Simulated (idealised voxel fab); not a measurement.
process module | voxel released beams
Cross-sectional view cut (width: 220 nm; square cell size: 5 nm).
Cross-section format: a grid of square cells, given as bands from top to bottom; each band is one or more rows of cells. This entry defines a band. It first specifies the height of the band's top and the height of its bottom in nm, and then specifies the band's materials from left to right, stating each material with its width in nm. The word "throughout" identifies a single material that fills the band from edge to edge, while the word "empty" identifies empty space. Basically, 0 is our baseline, since under it the wafer straight out of the box is all one material. The bottom band has no lower end and keeps on going down, so it looks like "0 down". A width such as "30..40" changes by the same amount from each row of cells to the next, from the band's top row to its bottom row. No cell of the cross-section changed in a step that is given as "left unchanged". Reported under the label "Voids lacking openings" are the empty spaces having no open way to the top and comprising 8 cells or more; the notation for each is width x height at distance, in which the distance is measured from the left edge and all three values are in nm. On each step's line, the part that comes after the settings is the simulator's own comment on the step. overlay nm: where the mask lay relative to plan, measured to the right, on steps with a mask; negatives go left.
Here's what the planned process steps look like
1: RECEIVE with material Si
2: CONFORMAL_DEP with material SiN, thk nm 5
3: DIRECTIONAL_DEP with material SiO2, thk nm 20
4: PATTERN with tone open, mask id ANCHOR, material resist, width nm 30, thk nm 15, overlay nm -15
5: DIRECTIONAL_ETCH with etch materials SiO2, depth nm 20
6: STRIP with etch materials resist
7: CONFORMAL_DEP with material polySi, thk nm 10
8: PATTERN with tone cover, mask id BEAM, material resist, width nm 95, thk nm 15, overlay nm 0
9: DIRECTIONAL_ETCH with etch materials polySi, depth nm 10
10: STRIP with etch materials resist
11: STRIP with etch materials SiO2
What sets these wafers apart? The overlay nm at step 4. They all start alike, and the plan carries the first wafer's value.
Received condition of the first of several wafers, sectioned: post-step 1
> 0 down | Si throughout
> Voids lacking openings: none
Cross-section of the first of several wafers once the module has run through its last step, step 11
> 35 to 25 | empty: 70; polySi: 85; empty: 65
> 25 to 15 | empty: 50; polySi: 10; empty: 10; polySi: 10; empty: 140
> 15 to 5 | empty: 50; polySi: 30; empty: 140
> 5 to 0 | SiN throughout
> 0 down | Si throughout
> Voids lacking openings: none
Cross-section of the final wafer among several, taken at the end of the module
> 35 to 25 | empty: 60; polySi: 30; empty: 10; polySi: 55; empty: 65
> 25 to 15 | empty: 80; polySi: 10; empty: 10; polySi: 10; empty: 110
> 15 to 5 | empty: 80; polySi: 30; empty: 110
> 5 to 0 | SiN throughout
> 0 down | Si throughout
> Voids lacking openings: none
Where each wafer stands at the end of the module, a row apiece: cells of each material gained (+) or lost (-) since it was received, then closed voids
overlay nm -15, +44 SiN, +54 polySi, Voids lacking openings: none
overlay nm -10, +44 SiN, +54 polySi, Voids lacking openings: none
overlay nm -5, +44 SiN, +54 polySi, Voids lacking openings: none
overlay nm 0, +44 SiN, +54 polySi, Voids lacking openings: none
overlay nm 5, +44 SiN, +54 polySi, Voids lacking openings: none
overlay nm 10, +44 SiN, +54 polySi, Voids lacking openings: none
overlay nm 15, +44 SiN, +54 polySi, Voids lacking openings: none
